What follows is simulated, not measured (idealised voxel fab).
Process module under the name voxel released beams
Xsec cut, 295 nm wide, square cell size 5 nm.
Cross-section, as written here: a square-cell grid given band by band from the top down, where a band holds one or more rows of cells. Top height, bottom height, nm. Materials left to right, width each, nm. Single material + "everywhere" = fills band edge to edge. "air" = empty. Height 0 is the level under which the wafer as received is all one material. The lowest band goes on downwards, as in "0 and below". Read "30..40" as a graded width: first number on top, second number at the bottom, same change between each pair of neighbouring rows. Key: "identical to before" - step with no changed cell in the cross-section. You'll see "Sealed void inventory" listing empty spaces that have no way open to the top, as long as they're 8 cells or more; the notation is width x height at distance, where the distance is from the left edge, and all of it is in nm. Anything after a step's settings on that line? It's the simulator's own note about the step. overlay nm: mask right of planned place by this much (step with mask). Neg. = left.
INTENDED PROCESS STEPS
1: RECEIVE: material Si
2: CONFORMAL_DEP: material SiN, thk nm 5
3: DIRECTIONAL_DEP: material SiO2, thk nm 10
4: PATTERN: tone open, mask id ANCHOR, material resist, width nm 40, thk nm 20, overlay nm 0
5: DIRECTIONAL_ETCH: etch materials SiO2, depth nm 10
6: STRIP: etch materials resist
7: CONFORMAL_DEP: material TiN, thk nm 15
8: DIRECTIONAL_DEP: material aC, thk nm 10
9: PATTERN: tone cover, mask id BEAM, material resist, width nm 120, thk nm 25, overlay nm 0
10: DIRECTIONAL_ETCH: etch materials aC, depth nm 10
11: STRIP: etch materials resist
12: DIRECTIONAL_ETCH: etch materials TiN, depth nm 15
13: STRIP: etch materials aC
14: STRIP: etch materials SiO2
CROSS-SECTION OF THE WAFER AT RECEIPT, WHICH IS THE CONDITION AFTER STEP 1
0 and below  Si everywhere
Sealed void inventory: none
AS-PLANNED RUN: CROSS-SECTION OF THE FIRST OF TWO WAFERS AT END OF MODULE
30 down to 20  85 of air; 20 of TiN; 10 of air; 90 of TiN; 90 of air
20 down to 15  85 of air; 120 of TiN; 90 of air
15 down to 5  90 of air; 40 of TiN; 165 of air
5 down to 0  SiN everywhere
0 and below  Si everywhere
Sealed void inventory: none
SECOND OF TWO WAFERS, MODULE COMPLETE, SECTIONED: IT SHARES THE FIRST WAFER'S START AND PLAN BUT WAS RUN WITH ONE MISTAKE
30 down to 20  85 of air; 20 of TiN; 10 of air; 90 of TiN; 90 of air
20 down to 15  85 of air; 120 of TiN; 90 of air
15 down to 5  90 of air; 40 of TiN; 165 of air
5 down to 0  aC everywhere
0 and below  Si everywhere
Sealed void inventory: none
What was done differently from what was planned? rather than as planned, step 2 actually ran as CONFORMAL_DEP: material aC, thk nm 5
Bottom line after processing is that, in cells, the second wafer is up or down on some materials versus the first: SiN: 59 fewer, aC: 59 more
